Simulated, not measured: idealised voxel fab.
The process module presented herein is designated voxel released beams.
In the cross-section labelled cut, the width is 245 nm and each square cell is 5 nm.
Cross-section layout: square cells on a grid; listed as bands, top to bottom; a band spans one or more cell rows.
Heads up on the band format: heights come first, top then bottom, in nm. After that it's the materials left to right, each with its width in nm. A single material flagged "edge to edge" fills the whole band edge to edge, and "empty" means there's empty space there.
Basically, 0 is our baseline, since under it the wafer straight out of the box is all one material. The bottom band has no lower end and keeps on going down, so it looks like "0 nm and below".
Read "30 to 40" as a graded width: first number on top, second number at the bottom, same change between each pair of neighbouring rows.
What does "stayed the same" mean for a step? It means no cell of the cross-section changed in that step.
Heads up: "Closed-off voids" only lists the empty pockets with no open path to the top that are 8 cells or more, and it writes them as width x height at distance, distance from the left edge, in nm.
Heads up: the bit after the settings on a step's line is the simulator's remark on that step.
Regarding "overlay nm": on a step with a mask, it is the distance the mask lay to the right of its planned place; a negative value places it to the left.

## These are the steps we planned for the process
step 1: RECEIVE,material Si
step 2: CONFORMAL_DEP,material SiN,thk nm 10
step 3: DIRECTIONAL_DEP,material SiO2,thk nm 15
step 4: PATTERN,tone open,mask id ANCHOR,material resist,width nm 45,thk nm 15,overlay nm 0
step 5: DIRECTIONAL_ETCH,etch materials SiO2,depth nm 15
step 6: STRIP,etch materials resist
step 7: CONFORMAL_DEP,material TiN,thk nm 15
step 8: PATTERN,tone cover,mask id BEAM,material resist,width nm 85,thk nm 15,overlay nm 0
step 9: DIRECTIONAL_ETCH,etch materials TiN,depth nm 15
step 10: STRIP,etch materials resist
step 11: STRIP,etch materials SiO2
The plan shows the width nm of step 8 as the first wafer had it; this setting differs between the wafers, which start out alike.

## Cross-section: the first of several wafers in its as-received state, i.e. following step 1
  0 nm and below = Si edge to edge
  Closed-off voids: none

## Per-wafer rows below. For each material: cells gained (+) or lost (-) since the wafer was received, as of end of module. Then: closed voids
width nm 85, +98 SiN, +69 TiN, Closed-off voids: none
width nm 90, +98 SiN, +72 TiN, Closed-off voids: none
width nm 95, +98 SiN, +75 TiN, Closed-off voids: none
width nm 100, +98 SiN, +78 TiN, Closed-off voids: none
width nm 105, +98 SiN, +81 TiN, Closed-off voids: none
width nm 110, +98 SiN, +84 TiN, Closed-off voids: none
